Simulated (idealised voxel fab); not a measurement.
Title: Process Module voxel gate over fins
Each square cell in cross-section cut measures 5 nm, and the section as a whole is 235 nm wide.
Just so we're on the same page, the cross-sections are grids of square cells, and they're listed out in bands top to bottom, each band one or more rows deep. This entry defines a band. It first specifies the height of the band's top and the height of its bottom in nm, and then specifies the band's materials from left to right, stating each material with its width in nm. The word "full width" identifies a single material that fills the band from edge to edge, while the word "blank" identifies empty space. Heights from 0 (as-received wafer is one material below). Bottom band endless downward, as "0 and below". Width spec "30->40" -> top row of cells at first value, bottom row at second value, equal per-row change in between. "nothing changed" (step): cross-section cells unchanged, all of them. Reported under the label "Enclosed cavity list" are the empty spaces having no open way to the top and comprising 8 cells or more; the notation for each is width x height at distance, in which the distance is measured from the left edge and all three values are in nm. Text after the settings on a step's line: the simulator's own remark on that step. The setting "overlay nm" may be written on the line of a step. When the step uses a mask, the value reports how far to the right of the planned place the mask lay, and a negative value reports that it lay to the left.

Plan:
1. RECEIVE, material Si
2. CONFORMAL_DEP, material SiN, thk nm 5
3. MASKED_ETCH, tone cover, mask id FINS, width nm 15, pitch nm 50, etch materials SiN, depth nm 5, overlay nm 0
4. MASKED_ETCH, tone cover, mask id FINS, width nm 15, pitch nm 50, etch materials Si, depth nm 35, overlay nm 0
5. FILL_DEP, material SiO2, thk nm 10
6. CMP, height nm 5
7. DIRECTIONAL_DEP, material aC, thk nm 10
8. PATTERN, tone open, mask id RAIL, material resist, width nm 15, thk nm 30, overlay nm 0
9. DIRECTIONAL_ETCH, etch materials aC, depth nm 10
10. STRIP, etch materials resist
11. DIRECTIONAL_ETCH, etch materials SiO2, depth nm 35
12. STRIP, etch materials aC
13. CONFORMAL_DEP, material TiN, thk nm 5
14. FILL_DEP, material W, thk nm 10
15. CMP, height nm 5
16. SELECTIVE_ETCH, etch materials W Ru TiN, depth nm 20
17. FILL_DEP, material SiO2, thk nm 5
18. CMP, height nm 5
19. SELECTIVE_ETCH, etch materials SiO2, depth nm 15
20. STRIP, etch materials SiN
21. CONFORMAL_DEP, material HfO2, thk nm 5
22. CONFORMAL_DEP, material TiN, thk nm 5
23. CONFORMAL_DEP, material TiAl, thk nm 5
24. CONFORMAL_DEP, material TiN, thk nm 5
25. FILL_DEP, material W, thk nm 15
26. CMP, height nm 30
27. CONFORMAL_DEP, material SiCN, thk nm 10

First out of two wafers; run went to plan:

Incoming wafer, cross-sectional view, post step 1:
- 0 and below | Si full width
- Enclosed cavity list: none

Cross-section of the wafer subsequent to step 2:
- 5 down to 0 | SiN full width
- Everything below 0 is unchanged.

Cross-section of the wafer subsequent to step 3:
- 5 down to 0 | blank 35  SiN 15  blank 35  SiN 15  blank 35  SiN 15  blank 35  SiN 15  blank 35
- Everything below 0 is unchanged.

Cross-section of the wafer subsequent to step 4:
- 5 down to 0 | blank 35  SiN 15  blank 35  SiN 15  blank 35  SiN 15  blank 35  SiN 15  blank 35
- 0 down to -35 | blank 35  Si 15  blank 35  Si 15  blank 35  Si 15  blank 35  Si 15  blank 35
- Everything below -35 is unchanged.

Cross-section of the wafer subsequent to step 5:
- 15 down to 5 | SiO2 full width
- 5 down to 0 | SiO2 35  SiN 15  SiO2 35  SiN 15  SiO2 35  SiN 15  SiO2 35  SiN 15  SiO2 35
- 0 down to -35 | SiO2 35  Si 15  SiO2 35  Si 15  SiO2 35  Si 15  SiO2 35  Si 15  SiO2 35
- Everything below -35 is unchanged.

Cross-section of the wafer subsequent to step 6:
- 5 down to 0 | SiO2 35  SiN 15  SiO2 35  SiN 15  SiO2 35  SiN 15  SiO2 35  SiN 15  SiO2 35
- Everything below 0 is unchanged.

Cross-section of the wafer subsequent to step 7:
- 15 down to 5 | aC full width
- Everything below 5 is unchanged.

Cross-section of the wafer subsequent to step 8:
- 45 down to 15 | resist 60  blank 15  resist 160
- Everything below 15 is unchanged.

Cross-section of the wafer subsequent to step 9:
- 35 down to 15 | resist 60  blank 15  resist 160
- 15 down to 5 | aC 60  blank 15  aC 160
- Everything below 5 is unchanged.

Cross-section of the wafer subsequent to step 10:
- 15 down to 5 | aC 60  blank 15  aC 160
- Everything below 5 is unchanged.

Cross-section of the wafer subsequent to step 11:
- 15 down to 5 | aC 60  blank 15  aC 160
- 5 down to 0 | SiO2 35  SiN 15  SiO2 10  blank 15  SiO2 10  SiN 15  SiO2 35  SiN 15  SiO2 35  SiN 15  SiO2 35
- 0 down to -30 | SiO2 35  Si 15  SiO2 10  blank 15  SiO2 10  Si 15  SiO2 35  Si 15  SiO2 35  Si 15  SiO2 35
- Everything below -30 is unchanged.

Cross-section of the wafer subsequent to step 12:
- 5 down to 0 | SiO2 35  SiN 15  SiO2 10  blank 15  SiO2 10  SiN 15  SiO2 35  SiN 15  SiO2 35  SiN 15  SiO2 35
- Everything below 0 is unchanged.

Cross-section of the wafer subsequent to step 13:
- 10 down to 5 | TiN 65  blank 5  TiN 165
- 5 down to 0 | SiO2 35  SiN 15  SiO2 10  TiN 5  blank 5  TiN 5  SiO2 10  SiN 15  SiO2 35  SiN 15  SiO2 35  SiN 15  SiO2 35
- 0 down to -25 | SiO2 35  Si 15  SiO2 10  TiN 5  blank 5  TiN 5  SiO2 10  Si 15  SiO2 35  Si 15  SiO2 35  Si 15  SiO2 35
- -25 down to -30 | SiO2 35  Si 15  SiO2 10  TiN 15  SiO2 10  Si 15  SiO2 35  Si 15  SiO2 35  Si 15  SiO2 35
- Everything below -30 is unchanged.

Cross-section of the wafer subsequent to step 14:
- 20 down to 10 | W full width
- 10 down to 5 | TiN 65  W 5  TiN 165
- 5 down to 0 | SiO2 35  SiN 15  SiO2 10  TiN 5  W 5  TiN 5  SiO2 10  SiN 15  SiO2 35  SiN 15  SiO2 35  SiN 15  SiO2 35
- 0 down to -25 | SiO2 35  Si 15  SiO2 10  TiN 5  W 5  TiN 5  SiO2 10  Si 15  SiO2 35  Si 15  SiO2 35  Si 15  SiO2 35
- Everything below -25 is unchanged.

Cross-section of the wafer subsequent to step 15:
- 5 down to 0 | SiO2 35  SiN 15  SiO2 10  TiN 5  W 5  TiN 5  SiO2 10  SiN 15  SiO2 35  SiN 15  SiO2 35  SiN 15  SiO2 35
- Everything below 0 is unchanged.

Cross-section of the wafer subsequent to step 16:
- 5 down to 0 | SiO2 35  SiN 15  SiO2 10  blank 15  SiO2 10  SiN 15  SiO2 35  SiN 15  SiO2 35  SiN 15  SiO2 35
- 0 down to -15 | SiO2 35  Si 15  SiO2 10  blank 15  SiO2 10  Si 15  SiO2 35  Si 15  SiO2 35  Si 15  SiO2 35
- Everything below -15 is unchanged.

Cross-section of the wafer subsequent to step 17:
- 10 down to 5 | SiO2 full width
- 5 down to 0 | SiO2 35  SiN 15  SiO2 35  SiN 15  SiO2 35  SiN 15  SiO2 35  SiN 15  SiO2 35
- 0 down to -15 | SiO2 35  Si 15  SiO2 35  Si 15  SiO2 35  Si 15  SiO2 35  Si 15  SiO2 35
- Everything below -15 is unchanged.

Cross-section of the wafer subsequent to step 18:
- 5 down to 0 | SiO2 35  SiN 15  SiO2 35  SiN 15  SiO2 35  SiN 15  SiO2 35  SiN 15  SiO2 35
- Everything below 0 is unchanged.

Cross-section of the wafer subsequent to step 19:
- 5 down to 0 | blank 35  SiN 15  blank 35  SiN 15  blank 35  SiN 15  blank 35  SiN 15  blank 35
- 0 down to -10 | blank 35  Si 15  blank 35  Si 15  blank 35  Si 15  blank 35  Si 15  blank 35
- Everything below -10 is unchanged.

Cross-section of the wafer subsequent to step 20:
- 0 down to -10 | blank 35  Si 15  blank 35  Si 15  blank 35  Si 15  blank 35  Si 15  blank 35
- Everything below -10 is unchanged.

Cross-section of the wafer subsequent to step 21:
- 5 down to 0 | blank 30  HfO2 25  blank 25  HfO2 25  blank 25  HfO2 25  blank 25  HfO2 25  blank 30
- 0 down to -5 | blank 30  HfO2 5  Si 15  HfO2 5  blank 25  HfO2 5  Si 15  HfO2 5  blank 25  HfO2 5  Si 15  HfO2 5  blank 25  HfO2 5  Si 15  HfO2 5  blank 30
- -5 down to -10 | HfO2 35  Si 15  HfO2 35  Si 15  HfO2 35  Si 15  HfO2 35  Si 15  HfO2 35
- Everything below -10 is unchanged.

Cross-section of the wafer subsequent to step 22:
- 10 down to 5 | blank 25  TiN 35  blank 15  TiN 35  blank 15  TiN 35  blank 15  TiN 35  blank 25
- 5 down to 0 | blank 25  TiN 5  HfO2 25  TiN 5  blank 15  TiN 5  HfO2 25  TiN 5  blank 15  TiN 5  HfO2 25  TiN 5  blank 15  TiN 5  HfO2 25  TiN 5  blank 25
- 0 down to -5 | TiN 30  HfO2 5  Si 15  HfO2 5  TiN 25  HfO2 5  Si 15  HfO2 5  TiN 25  HfO2 5  Si 15  HfO2 5  TiN 25  HfO2 5  Si 15  HfO2 5  TiN 30
- Everything below -5 is unchanged.

Cross-section of the wafer subsequent to step 23:
- 15 down to 10 | blank 20  TiAl 45  blank 5  TiAl 45  blank 5  TiAl 45  blank 5  TiAl 45  blank 20
- 10 down to 5 | blank 20  TiAl 5  TiN 35  TiAl 5  blank 5  TiAl 5  TiN 35  TiAl 5  blank 5  TiAl 5  TiN 35  TiAl 5  blank 5  TiAl 5  TiN 35  TiAl 5  blank 20
- 5 down to 0 | TiAl 25  TiN 5  HfO2 25  TiN 5  TiAl 15  TiN 5  HfO2 25  TiN 5  TiAl 15  TiN 5  HfO2 25  TiN 5  TiAl 15  TiN 5  HfO2 25  TiN 5  TiAl 25
- Everything below 0 is unchanged.

Cross-section of the wafer subsequent to step 24:
- 20 down to 15 | blank 15  TiN 205  blank 15
- 15 down to 10 | blank 15  TiN 5  TiAl 45  TiN 5  TiAl 45  TiN 5  TiAl 45  TiN 5  TiAl 45  TiN 5  blank 15
- 10 down to 5 | TiN 20  TiAl 5  TiN 35  TiAl 5  TiN 5  TiAl 5  TiN 35  TiAl 5  TiN 5  TiAl 5  TiN 35  TiAl 5  TiN 5  TiAl 5  TiN 35  TiAl 5  TiN 20
- Everything below 5 is unchanged.

Cross-section of the wafer subsequent to step 25:
- 35 down to 20 | W full width
- 20 down to 15 | W 15  TiN 205  W 15
- 15 down to 10 | W 15  TiN 5  TiAl 45  TiN 5  TiAl 45  TiN 5  TiAl 45  TiN 5  TiAl 45  TiN 5  W 15
- Everything below 10 is unchanged.

Cross-section of the wafer subsequent to step 26:
- 30 down to 20 | W full width
- Everything below 20 is unchanged.

Cross-section of the wafer subsequent to step 27:
- 40 down to 30 | SiCN full width
- Everything below 30 is unchanged.

Now the other wafer: same start, same recipe, but we messed up one thing when running it. Up to and including step 3 it's the same as the first one:

What the second wafer looks like in cross-section when step 4 should have wrapped up:
- 5 down to 0 | blank 35  SiN 15  blank 35  SiN 15  blank 35  SiN 15  blank 35  SiN 15  blank 35
- 0 down to -30 | blank 35  Si 15  blank 35  Si 15  blank 35  Si 15  blank 35  Si 15  blank 35
- Everything below -30 is unchanged.

What the second wafer looks like in cross-section when step 5 should have wrapped up:
- 15 down to 5 | SiO2 full width
- 5 down to 0 | SiO2 35  SiN 15  SiO2 35  SiN 15  SiO2 35  SiN 15  SiO2 35  SiN 15  SiO2 35
- 0 down to -30 | SiO2 35  Si 15  SiO2 35  Si 15  SiO2 35  Si 15  SiO2 35  Si 15  SiO2 35
- Everything below -30 is unchanged.

What the second wafer looks like in cross-section when step 6 should have wrapped up:
- 5 down to 0 | SiO2 35  SiN 15  SiO2 35  SiN 15  SiO2 35  SiN 15  SiO2 35  SiN 15  SiO2 35
- Everything below 0 is unchanged.

What the second wafer looks like in cross-section when step 7 should have wrapped up:
- 15 down to 5 | aC full width
- Everything below 5 is unchanged.

What the second wafer looks like in cross-section when step 8 should have wrapped up:
- 45 down to 15 | resist 60  blank 15  resist 160
- Everything below 15 is unchanged.

What the second wafer looks like in cross-section when step 9 should have wrapped up:
- 35 down to 15 | resist 60  blank 15  resist 160
- 15 down to 5 | aC 60  blank 15  aC 160
- Everything below 5 is unchanged.

What the second wafer looks like in cross-section when step 10 should have wrapped up:
- 15 down to 5 | aC 60  blank 15  aC 160
- Everything below 5 is unchanged.

What the second wafer looks like in cross-section when step 11 should have wrapped up:
- 15 down to 5 | aC 60  blank 15  aC 160
- 5 down to 0 | SiO2 35  SiN 15  SiO2 10  blank 15  SiO2 10  SiN 15  SiO2 35  SiN 15  SiO2 35  SiN 15  SiO2 35
- 0 down to -30 | SiO2 35  Si 15  SiO2 10  blank 15  SiO2 10  Si 15  SiO2 35  Si 15  SiO2 35  Si 15  SiO2 35
- Everything below -30 is unchanged.

What the second wafer looks like in cross-section when step 12 should have wrapped up:
- 5 down to 0 | SiO2 35  SiN 15  SiO2 10  blank 15  SiO2 10  SiN 15  SiO2 35  SiN 15  SiO2 35  SiN 15  SiO2 35
- Everything below 0 is unchanged.

What the second wafer looks like in cross-section when step 13 should have wrapped up:
- 10 down to 5 | TiN 65  blank 5  TiN 165
- 5 down to 0 | SiO2 35  SiN 15  SiO2 10  TiN 5  blank 5  TiN 5  SiO2 10  SiN 15  SiO2 35  SiN 15  SiO2 35  SiN 15  SiO2 35
- 0 down to -25 | SiO2 35  Si 15  SiO2 10  TiN 5  blank 5  TiN 5  SiO2 10  Si 15  SiO2 35  Si 15  SiO2 35  Si 15  SiO2 35
- -25 down to -30 | SiO2 35  Si 15  SiO2 10  TiN 15  SiO2 10  Si 15  SiO2 35  Si 15  SiO2 35  Si 15  SiO2 35
- Everything below -30 is unchanged.

What the second wafer looks like in cross-section when step 14 should have wrapped up:
- 20 down to 10 | W full width
- 10 down to 5 | TiN 65  W 5  TiN 165
- 5 down to 0 | SiO2 35  SiN 15  SiO2 10  TiN 5  W 5  TiN 5  SiO2 10  SiN 15  SiO2 35  SiN 15  SiO2 35  SiN 15  SiO2 35
- 0 down to -25 | SiO2 35  Si 15  SiO2 10  TiN 5  W 5  TiN 5  SiO2 10  Si 15  SiO2 35  Si 15  SiO2 35  Si 15  SiO2 35
- Everything below -25 is unchanged.

What the second wafer looks like in cross-section when step 15 should have wrapped up:
- 5 down to 0 | SiO2 35  SiN 15  SiO2 10  TiN 5  W 5  TiN 5  SiO2 10  SiN 15  SiO2 35  SiN 15  SiO2 35  SiN 15  SiO2 35
- Everything below 0 is unchanged.

What the second wafer looks like in cross-section when step 16 should have wrapped up:
- 5 down to 0 | SiO2 35  SiN 15  SiO2 10  blank 15  SiO2 10  SiN 15  SiO2 35  SiN 15  SiO2 35  SiN 15  SiO2 35
- 0 down to -15 | SiO2 35  Si 15  SiO2 10  blank 15  SiO2 10  Si 15  SiO2 35  Si 15  SiO2 35  Si 15  SiO2 35
- Everything below -15 is unchanged.

What the second wafer looks like in cross-section when step 17 should have wrapped up:
- 10 down to 5 | SiO2 full width
- 5 down to 0 | SiO2 35  SiN 15  SiO2 35  SiN 15  SiO2 35  SiN 15  SiO2 35  SiN 15  SiO2 35
- 0 down to -15 | SiO2 35  Si 15  SiO2 35  Si 15  SiO2 35  Si 15  SiO2 35  Si 15  SiO2 35
- Everything below -15 is unchanged.

What the second wafer looks like in cross-section when step 18 should have wrapped up:
- 5 down to 0 | SiO2 35  SiN 15  SiO2 35  SiN 15  SiO2 35  SiN 15  SiO2 35  SiN 15  SiO2 35
- Everything below 0 is unchanged.

What the second wafer looks like in cross-section when step 19 should have wrapped up:
- 5 down to 0 | blank 35  SiN 15  blank 35  SiN 15  blank 35  SiN 15  blank 35  SiN 15  blank 35
- 0 down to -10 | blank 35  Si 15  blank 35  Si 15  blank 35  Si 15  blank 35  Si 15  blank 35
- Everything below -10 is unchanged.

What the second wafer looks like in cross-section when step 20 should have wrapped up:
- 0 down to -10 | blank 35  Si 15  blank 35  Si 15  blank 35  Si 15  blank 35  Si 15  blank 35
- Everything below -10 is unchanged.

What the second wafer looks like in cross-section when step 21 should have wrapped up:
- 5 down to 0 | blank 30  HfO2 25  blank 25  HfO2 25  blank 25  HfO2 25  blank 25  HfO2 25  blank 30
- 0 down to -5 | blank 30  HfO2 5  Si 15  HfO2 5  blank 25  HfO2 5  Si 15  HfO2 5  blank 25  HfO2 5  Si 15  HfO2 5  blank 25  HfO2 5  Si 15  HfO2 5  blank 30
- -5 down to -10 | HfO2 35  Si 15  HfO2 35  Si 15  HfO2 35  Si 15  HfO2 35  Si 15  HfO2 35
- Everything below -10 is unchanged.

What the second wafer looks like in cross-section when step 22 should have wrapped up:
- 10 down to 5 | blank 25  TiN 35  blank 15  TiN 35  blank 15  TiN 35  blank 15  TiN 35  blank 25
- 5 down to 0 | blank 25  TiN 5  HfO2 25  TiN 5  blank 15  TiN 5  HfO2 25  TiN 5  blank 15  TiN 5  HfO2 25  TiN 5  blank 15  TiN 5  HfO2 25  TiN 5  blank 25
- 0 down to -5 | TiN 30  HfO2 5  Si 15  HfO2 5  TiN 25  HfO2 5  Si 15  HfO2 5  TiN 25  HfO2 5  Si 15  HfO2 5  TiN 25  HfO2 5  Si 15  HfO2 5  TiN 30
- Everything below -5 is unchanged.

What the second wafer looks like in cross-section when step 23 should have wrapped up:
- 15 down to 10 | blank 20  TiAl 45  blank 5  TiAl 45  blank 5  TiAl 45  blank 5  TiAl 45  blank 20
- 10 down to 5 | blank 20  TiAl 5  TiN 35  TiAl 5  blank 5  TiAl 5  TiN 35  TiAl 5  blank 5  TiAl 5  TiN 35  TiAl 5  blank 5  TiAl 5  TiN 35  TiAl 5  blank 20
- 5 down to 0 | TiAl 25  TiN 5  HfO2 25  TiN 5  TiAl 15  TiN 5  HfO2 25  TiN 5  TiAl 15  TiN 5  HfO2 25  TiN 5  TiAl 15  TiN 5  HfO2 25  TiN 5  TiAl 25
- Everything below 0 is unchanged.

What the second wafer looks like in cross-section when step 24 should have wrapped up:
- 20 down to 15 | blank 15  TiN 205  blank 15
- 15 down to 10 | blank 15  TiN 5  TiAl 45  TiN 5  TiAl 45  TiN 5  TiAl 45  TiN 5  TiAl 45  TiN 5  blank 15
- 10 down to 5 | TiN 20  TiAl 5  TiN 35  TiAl 5  TiN 5  TiAl 5  TiN 35  TiAl 5  TiN 5  TiAl 5  TiN 35  TiAl 5  TiN 5  TiAl 5  TiN 35  TiAl 5  TiN 20
- Everything below 5 is unchanged.

What the second wafer looks like in cross-section when step 25 should have wrapped up:
- 35 down to 20 | W full width
- 20 down to 15 | W 15  TiN 205  W 15
- 15 down to 10 | W 15  TiN 5  TiAl 45  TiN 5  TiAl 45  TiN 5  TiAl 45  TiN 5  TiAl 45  TiN 5  W 15
- Everything below 10 is unchanged.

What the second wafer looks like in cross-section when step 26 should have wrapped up:
- 30 down to 20 | W full width
- Everything below 20 is unchanged.

What the second wafer looks like in cross-section when step 27 should have wrapped up:
- 40 down to 30 | SiCN full width
- Everything below 30 is unchanged.
So what did we get wrong on this run? so step 4 ended up running with a different setting than we planned, it ran as MASKED_ETCH, tone cover, mask id FINS, width nm 15, pitch nm 50, etch materials Si, depth nm 30, overlay nm 0
End of process, cell counts, second wafer against first, materials with more or fewer: Si +35; SiO2 -35
